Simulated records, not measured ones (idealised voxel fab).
The document below concerns the process module designated voxel trench capacitor.
The cross-section shown here is cut; it is 160 nm wide and divided into square cells measuring 5 nm on a side.
We lay out every cross-section as a grid of square cells and spell it out in bands from the top down, where one band means one or more rows of cells.
Read a band's entry like this: the first values are the height of its top and the height of its bottom in nm, and what follows is the sequence of materials from left to right, each with its width in nm. Note that "blank" is empty space, and that a single material marked "full width" reaches across the band from edge to edge.
Height is counted from the level 0, under which the received wafer is composed throughout of one material. The lowest of the bands is not closed at the bottom but continues downward, in the notation "0 -> down".
With a width like "30..40", each row of cells in the band differs from the next by the same amount, the top row carrying the first number and the bottom row the second.
"nothing changed" means the step left every cell of the cross-section as it was.
In "Unvented cavities" the enclosed voids are listed, meaning empty spaces of 8 cells or larger without any opening to the top. The form is width x height at distance, distance from the left edge, units nm.
The remark found on a step's line after its settings is issued by the simulator itself and pertains to that step.
For masked steps, "overlay nm" on the step line gives how far right of plan the mask actually lay; a minus sign means it lay to the left.

LISTED BELOW ARE THE PROCESS STEPS AS PLANNED
1,RECEIVE,material Si
2,CONFORMAL_DEP,material SiN,thk nm 10
3,PATTERN,tone open,mask id TRENCH,material resist,width nm 25,pitch nm 40,thk nm 20,overlay nm 0
4,DIRECTIONAL_ETCH,etch materials SiN,depth nm 10
5,DIRECTIONAL_ETCH,etch materials Si,depth nm 35
6,STRIP,etch materials resist
7,CONFORMAL_DEP,material Al2O3,thk nm 5
8,FILL_DEP,material polySi,thk nm 10
9,CMP,height nm 10

AS RECEIVED (POST STEP 1): CROSS-SECTION
    0 -> down  Si full width
    Unvented cavities: none

FIRST WAFER AT THE END, AS PLANNED
    10 -> 0  SiN=45, Al2O3=5, polySi=15, Al2O3=5, SiN=15, Al2O3=5, polySi=15, Al2O3=5, SiN=50
    0 -> -30  Si=45, Al2O3=5, polySi=15, Al2O3=5, Si=15, Al2O3=5, polySi=15, Al2O3=5, Si=50
    -30 -> -35  Si=45, Al2O3=25, Si=15, Al2O3=25, Si=50
    -35 -> down  Si full width
    Unvented cavities: none

HERE IS THE SECOND OF THE TWO WAFERS CUT OPEN AT THE END OF THE MODULE - SAME START, SAME PLAN AS THE FIRST ONE, BUT WE MADE ONE MISTAKE RUNNING IT
    10 -> 0  polySi=40, Al2O3=5, SiN=25, Al2O3=5, polySi=5, Al2O3=5, SiN=25, Al2O3=5, polySi=45
    0 -> -30  polySi=40, Al2O3=5, Si=25, Al2O3=5, polySi=5, Al2O3=5, Si=25, Al2O3=5, polySi=45
    -30 -> -35  Al2O3=45, Si=25, Al2O3=15, Si=25, Al2O3=50
    -35 -> down  Si full width
    Unvented cavities: none
Deviation noted in wafer processing: step 3 ran with different settings than intended, the actual operation and settings being PATTERN,tone cover,mask id TRENCH,material resist,width nm 25,pitch nm 40,thk nm 20,overlay nm 0
Final cells, second wafer relative to first, materials higher or lower: Al2O3 +12 | Si -84 | SiN -24 | polySi +96
